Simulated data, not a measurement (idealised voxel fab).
Process module heading - voxel quadruple lines
Cross-sectional view cut (width: 270 nm; square cell size: 5 nm).
Think of the cross-section as a grid of square cells. We describe it in bands, top to bottom, and each band covers one or more rows of those cells.
Read a band's entry like this: the first values are the height of its top and the height of its bottom in nm, and what follows is the sequence of materials from left to right, each with its width in nm. Note that "air" is empty space, and that a single material marked "all across" reaches across the band from edge to edge.
The reference from which all heights are counted is 0, the level beneath which the as-received wafer is entirely one material; the lowest band, having no lower bound, proceeds downward and is written after the example "0 down".
Top row gets the first number, bottom row gets the second, and each row in between changes by the same step: that is how a band width like "30..40" works.
"all unchanged" means the step left every cell of the cross-section as it was.
"Voids, enclosed" means: voids of 8 cells or more that are shut off from the top with no open way through. Written width x height at distance, distance from the left edge, in nm.
Heads up: the bit after the settings on a step's line is the simulator's remark on that step.
overlay nm: mask offset rightward from planned place, masked step; negative means leftward offset.
INTENDED PROCESS STEPS
1: RECEIVE (material Si)
2: CONFORMAL_DEP (material SiO2; thk nm 5)
3: DIRECTIONAL_DEP (material W; thk nm 15)
4: DIRECTIONAL_DEP (material polySi; thk nm 15)
5: DIRECTIONAL_DEP (material aC; thk nm 25)
6: PATTERN (tone cover; mask id MANDREL; material resist; width nm 30; pitch nm 80; thk nm 35; overlay nm 0)
7: DIRECTIONAL_ETCH (etch materials aC; depth nm 25)
8: STRIP (etch materials resist)
9: CONFORMAL_DEP (material SiO2; thk nm 10)
10: DIRECTIONAL_ETCH (etch materials SiO2; depth nm 10)
11: STRIP (etch materials aC)
12: DIRECTIONAL_ETCH (etch materials polySi; depth nm 15)
13: STRIP (etch materials SiO2)
14: CONFORMAL_DEP (material SiCN; thk nm 10)
15: DIRECTIONAL_ETCH (etch materials SiCN; depth nm 10)
16: STRIP (etch materials polySi)
17: DIRECTIONAL_ETCH (etch materials W; depth nm 15)
18: STRIP (etch materials SiCN)
CROSS-SECTION OF THE WAFER UPON ARRIVAL, REPRESENTING THE STATE REACHED AFTER STEP 1
* 0 down  Si all across
* Voids, enclosed: none
RUN AS PLANNED - FIRST OF THE TWO WAFERS CROSS-SECTIONED AT THE END OF THE MODULE
* 20 to 5  air 60 nm  W 10 nm  air 10 nm  W 10 nm  air 10 nm  W 10 nm  air 10 nm  W 10 nm  air 10 nm  W 10 nm  air 10 nm  W 10 nm  air 10 nm  W 10 nm  air 10 nm  W 10 nm  air 60 nm
* 5 to 0  SiO2 all across
* 0 down  Si all across
* Voids, enclosed: none
SO THIS IS WAFER NUMBER TWO OF THE TWO, CUT AT THE END OF THE MODULE - IT STARTED WHERE THE FIRST DID AND HAD THE SAME PLAN, WE JUST GOT ONE THING WRONG RUNNING IT
* 35 to 20  air 60 nm  W 10 nm  air 10 nm  W 10 nm  air 10 nm  W 10 nm  air 10 nm  W 10 nm  air 10 nm  W 10 nm  air 10 nm  W 10 nm  air 10 nm  W 10 nm  air 10 nm  W 10 nm  air 60 nm
* 20 to 5  W all across
* 5 to 0  SiO2 all across
* 0 down  Si all across
* Voids, enclosed: none
What was done differently from what was planned? the plan had its step 3 run twice
At the finish, the second wafer shows more or fewer cells for some materials than the first does: W +162
